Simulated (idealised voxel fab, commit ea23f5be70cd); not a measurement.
A process module follows: voxel transistor to metal.
Square cell edge 5 nm, section width 280 nm, ID cut.
Cross-section spec: square-cell grid; bands listed top down; each band is one or more rows.
Read a band's entry like this: the first values are the height of its top and the height of its bottom in nm, and what follows is the sequence of materials from left to right, each with its width in nm. Note that "blank" is empty space, and that a single material marked "edge to edge" reaches across the band from edge to edge.
For the purposes of this specification, 0 denotes the height below which the wafer in its as-received condition is composed wholly of one material, and the lowermost band, lacking a lower limit, extends downward without end, as expressed in "z 0 and below".
The width entry "30..40" should be interpreted row by row: the top row of cells in the band takes the first number, the bottom row takes the second number, and the change between adjacent rows is uniform throughout.
Take "all unchanged" at face value: in the step it is given for, the cross-section changed in none of its cells.
What "Internal closed voids" gives you is every empty space of 8 cells or more that is cut off from the top. Each appears as width x height at distance, with the distance taken from the left edge and width, height and distance all in nm.
Heads up: the bit after the settings on a step's line is the simulator's remark on that step.
The "overlay nm" setting may appear on a step's line; for a step that uses a mask, it gives how far to the right of its planned position the mask lay, and a negative value indicates the left.
The planned process steps are enumerated hereunder
1. RECEIVE,material Si
2. OXIDIZE,depth nm 5
3. CONFORMAL_DEP,material SiN,thk nm 10
4. MASKED_ETCH,tone cover,mask id ACTIVE,width nm 110,pitch nm 130,etch materials SiN,depth nm 10,overlay nm 0
5. MASKED_ETCH,tone cover,mask id ACTIVE,width nm 110,pitch nm 130,etch materials SiO2,depth nm 5,overlay nm 0
6. MASKED_ETCH,tone cover,mask id ACTIVE,width nm 110,pitch nm 130,etch materials Si,depth nm 35,overlay nm 0
7. FILL_DEP,material SiO2,thk nm 5
8. CMP,height nm 10
9. SELECTIVE_ETCH,etch materials SiO2,depth nm 5
10. STRIP,etch materials SiN
11. SELECTIVE_ETCH,etch materials SiO2,depth nm 5
12. OXIDIZE,depth nm 5
13. DIRECTIONAL_DEP,material polySi,thk nm 20
14. DIRECTIONAL_DEP,material SiCN,thk nm 15
15. DIRECTIONAL_DEP,material aC,thk nm 10
16. PATTERN,tone cover,mask id GATE,material resist,width nm 20,pitch nm 130,thk nm 30,overlay nm 0
17. DIRECTIONAL_ETCH,etch materials aC,depth nm 10
18. STRIP,etch materials resist
19. DIRECTIONAL_ETCH,etch materials SiCN,depth nm 25
20. DIRECTIONAL_ETCH,etch materials polySi,depth nm 30
21. STRIP,etch materials aC
22. CONFORMAL_DEP,material SiO2,thk nm 5
23. DIRECTIONAL_ETCH,etch materials SiO2,depth nm 5
24. CONFORMAL_DEP,material SiN,thk nm 5
25. DIRECTIONAL_ETCH,etch materials SiN,depth nm 5
26. DIRECTIONAL_ETCH,etch materials SiO2,depth nm 5
27. DIRECTIONAL_ETCH,etch materials Si,depth nm 15
28. EPI,material SiGe,thk nm 15
29. FILL_DEP,material SiO2,thk nm 10
30. CMP,height nm 30
31. DIRECTIONAL_DEP,material SiO2,thk nm 15
32. MASKED_ETCH,tone open,mask id CONTACT,width nm 15,etch materials SiO2,depth nm 40,overlay nm 0
33. CONFORMAL_DEP,material TiN,thk nm 5
34. FILL_DEP,material Ru,thk nm 5
35. CMP,height nm 45
36. CONFORMAL_DEP,material SiN,thk nm 5
37. DIRECTIONAL_DEP,material lowk,thk nm 15
38. PATTERN,tone open,mask id METAL_1,material resist,width nm 15,thk nm 15,overlay nm -15
39. DIRECTIONAL_ETCH,etch materials lowk,depth nm 15
40. DIRECTIONAL_ETCH,etch materials SiN,depth nm 5
41. STRIP,etch materials resist
42. CONFORMAL_DEP,material TiN,thk nm 5
43. FILL_DEP,material W,thk nm 5
44. CMP,height nm 65
45. EPI,material Ru,thk nm 5
46. FILL_DEP,material SiCN,thk nm 5
The wafers are alike at the start. At step 38, their overlay nm differs. The plan lists the first wafer's value.
First of several wafers (as received, post step 1), cross-sectional view
- z 0 and below = Si edge to edge
- Internal closed voids: none
First of several wafers, sectioned at end of module (last step: step 46)
- z 75 to 70 = SiCN edge to edge
- z 70 to 65 = 10 SiCN / 25 Ru / 50 SiCN / 25 Ru / 30 SiCN / 25 Ru / 50 SiCN / 25 Ru / 40 SiCN
- z 65 to 50 = 15 lowk / 5 TiN / 5 W / 5 TiN / 60 lowk / 5 TiN / 5 W / 5 TiN / 40 lowk / 5 TiN / 5 W / 5 TiN / 60 lowk / 5 TiN / 5 W / 5 TiN / 45 lowk
- z 50 to 45 = 15 SiN / 15 TiN / 60 SiN / 15 TiN / 40 SiN / 15 TiN / 60 SiN / 15 TiN / 45 SiN
- z 45 to 30 = 30 SiO2 / 5 TiN / 5 Ru / 5 TiN / 60 SiO2 / 5 TiN / 5 Ru / 5 TiN / 40 SiO2 / 5 TiN / 5 Ru / 5 TiN / 60 SiO2 / 5 TiN / 5 Ru / 5 TiN / 30 SiO2
- z 30 to 15 = 30 SiO2 / 5 TiN / 5 Ru / 5 TiN / 10 SiO2 / 5 SiN / 5 SiO2 / 20 SiCN / 5 SiO2 / 5 SiN / 10 SiO2 / 5 TiN / 5 Ru / 5 TiN / 40 SiO2 / 5 TiN / 5 Ru / 5 TiN / 10 SiO2 / 5 SiN / 5 SiO2 / 20 SiCN / 5 SiO2 / 5 SiN / 10 SiO2 / 5 TiN / 5 Ru / 5 TiN / 30 SiO2
- z 15 to 10 = 30 SiO2 / 5 TiN / 5 Ru / 5 TiN / 10 SiO2 / 5 SiN / 5 SiO2 / 20 polySi / 5 SiO2 / 5 SiN / 10 SiO2 / 5 TiN / 5 Ru / 5 TiN / 40 SiO2 / 5 TiN / 5 Ru / 5 TiN / 10 SiO2 / 5 SiN / 5 SiO2 / 20 polySi / 5 SiO2 / 5 SiN / 10 SiO2 / 5 TiN / 5 Ru / 5 TiN / 30 SiO2
- z 10 to 5 = 30 SiO2 / 15 TiN / 10 SiO2 / 5 SiN / 5 SiO2 / 20 polySi / 5 SiO2 / 5 SiN / 10 SiO2 / 15 TiN / 40 SiO2 / 15 TiN / 10 SiO2 / 5 SiN / 5 SiO2 / 20 polySi / 5 SiO2 / 5 SiN / 10 SiO2 / 15 TiN / 30 SiO2
- z 5 to 0 = 20 SiO2 / 35 SiGe / 5 SiN / 5 SiO2 / 20 polySi / 5 SiO2 / 5 SiN / 35 SiGe / 20 SiO2 / 35 SiGe / 5 SiN / 5 SiO2 / 20 polySi / 5 SiO2 / 5 SiN / 35 SiGe / 20 SiO2
- z 0 to -5 = 20 SiO2 / 5 SiN / 30 SiGe / 5 SiN / 5 SiO2 / 20 polySi / 5 SiO2 / 5 SiN / 30 SiGe / 5 SiN / 20 SiO2 / 5 SiN / 30 SiGe / 5 SiN / 5 SiO2 / 20 polySi / 5 SiO2 / 5 SiN / 30 SiGe / 5 SiN / 20 SiO2
- z -5 to -10 = 25 SiO2 / 30 SiGe / 40 SiO2 / 30 SiGe / 30 SiO2 / 30 SiGe / 40 SiO2 / 30 SiGe / 25 SiO2
- z -10 to -25 = 20 SiO2 / 5 Si / 30 SiGe / 40 Si / 30 SiGe / 5 Si / 20 SiO2 / 5 Si / 30 SiGe / 40 Si / 30 SiGe / 5 Si / 20 SiO2
- z -25 to -40 = 20 SiO2 / 110 Si / 20 SiO2 / 110 Si / 20 SiO2
- z -40 and below = Si edge to edge
- Internal closed voids: none
Final wafer cross-section at module end
- z 75 to 70 = SiCN edge to edge
- z 70 to 65 = 40 SiCN / 25 Ru / 50 SiCN / 25 Ru / 30 SiCN / 25 Ru / 50 SiCN / 25 Ru / 10 SiCN
- z 65 to 50 = 45 lowk / 5 TiN / 5 W / 5 TiN / 60 lowk / 5 TiN / 5 W / 5 TiN / 40 lowk / 5 TiN / 5 W / 5 TiN / 60 lowk / 5 TiN / 5 W / 5 TiN / 15 lowk
- z 50 to 45 = 45 SiN / 15 TiN / 60 SiN / 15 TiN / 40 SiN / 15 TiN / 60 SiN / 15 TiN / 15 SiN
- z 45 to 30 = 30 SiO2 / 5 TiN / 5 Ru / 5 TiN / 60 SiO2 / 5 TiN / 5 Ru / 5 TiN / 40 SiO2 / 5 TiN / 5 Ru / 5 TiN / 60 SiO2 / 5 TiN / 5 Ru / 5 TiN / 30 SiO2
- z 30 to 15 = 30 SiO2 / 5 TiN / 5 Ru / 5 TiN / 10 SiO2 / 5 SiN / 5 SiO2 / 20 SiCN / 5 SiO2 / 5 SiN / 10 SiO2 / 5 TiN / 5 Ru / 5 TiN / 40 SiO2 / 5 TiN / 5 Ru / 5 TiN / 10 SiO2 / 5 SiN / 5 SiO2 / 20 SiCN / 5 SiO2 / 5 SiN / 10 SiO2 / 5 TiN / 5 Ru / 5 TiN / 30 SiO2
- z 15 to 10 = 30 SiO2 / 5 TiN / 5 Ru / 5 TiN / 10 SiO2 / 5 SiN / 5 SiO2 / 20 polySi / 5 SiO2 / 5 SiN / 10 SiO2 / 5 TiN / 5 Ru / 5 TiN / 40 SiO2 / 5 TiN / 5 Ru / 5 TiN / 10 SiO2 / 5 SiN / 5 SiO2 / 20 polySi / 5 SiO2 / 5 SiN / 10 SiO2 / 5 TiN / 5 Ru / 5 TiN / 30 SiO2
- z 10 to 5 = 30 SiO2 / 15 TiN / 10 SiO2 / 5 SiN / 5 SiO2 / 20 polySi / 5 SiO2 / 5 SiN / 10 SiO2 / 15 TiN / 40 SiO2 / 15 TiN / 10 SiO2 / 5 SiN / 5 SiO2 / 20 polySi / 5 SiO2 / 5 SiN / 10 SiO2 / 15 TiN / 30 SiO2
- z 5 to 0 = 20 SiO2 / 35 SiGe / 5 SiN / 5 SiO2 / 20 polySi / 5 SiO2 / 5 SiN / 35 SiGe / 20 SiO2 / 35 SiGe / 5 SiN / 5 SiO2 / 20 polySi / 5 SiO2 / 5 SiN / 35 SiGe / 20 SiO2
- z 0 to -5 = 20 SiO2 / 5 SiN / 30 SiGe / 5 SiN / 5 SiO2 / 20 polySi / 5 SiO2 / 5 SiN / 30 SiGe / 5 SiN / 20 SiO2 / 5 SiN / 30 SiGe / 5 SiN / 5 SiO2 / 20 polySi / 5 SiO2 / 5 SiN / 30 SiGe / 5 SiN / 20 SiO2
- z -5 to -10 = 25 SiO2 / 30 SiGe / 40 SiO2 / 30 SiGe / 30 SiO2 / 30 SiGe / 40 SiO2 / 30 SiGe / 25 SiO2
- z -10 to -25 = 20 SiO2 / 5 Si / 30 SiGe / 40 Si / 30 SiGe / 5 Si / 20 SiO2 / 5 Si / 30 SiGe / 40 Si / 30 SiGe / 5 Si / 20 SiO2
- z -25 to -40 = 20 SiO2 / 110 Si / 20 SiO2 / 110 Si / 20 SiO2
- z -40 and below = Si edge to edge
- Internal closed voids: none
each wafer at the end: cells of each material gained (+) or lost (-) since it was received, then its closed voids
overlay nm -15 | +48 Ru | -256 Si | +116 SiCN | +148 SiGe | +76 SiN | +428 SiO2 | +104 TiN | +12 W | +132 lowk | +32 polySi | Internal closed voids: none
overlay nm -10 | +48 Ru | -256 Si | +116 SiCN | +148 SiGe | +76 SiN | +428 SiO2 | +104 TiN | +12 W | +132 lowk | +32 polySi | Internal closed voids: none
overlay nm -5 | +48 Ru | -256 Si | +116 SiCN | +148 SiGe | +76 SiN | +428 SiO2 | +104 TiN | +12 W | +132 lowk | +32 polySi | Internal closed voids: none
overlay nm 0 | +48 Ru | -256 Si | +116 SiCN | +148 SiGe | +76 SiN | +428 SiO2 | +104 TiN | +12 W | +132 lowk | +32 polySi | Internal closed voids: none
overlay nm 5 | +48 Ru | -256 Si | +116 SiCN | +148 SiGe | +76 SiN | +428 SiO2 | +104 TiN | +12 W | +132 lowk | +32 polySi | Internal closed voids: none
overlay nm 10 | +48 Ru | -256 Si | +116 SiCN | +148 SiGe | +76 SiN | +428 SiO2 | +104 TiN | +12 W | +132 lowk | +32 polySi | Internal closed voids: none
overlay nm 15 | +48 Ru | -256 Si | +116 SiCN | +148 SiGe | +76 SiN | +428 SiO2 | +104 TiN | +12 W | +132 lowk | +32 polySi | Internal closed voids: none
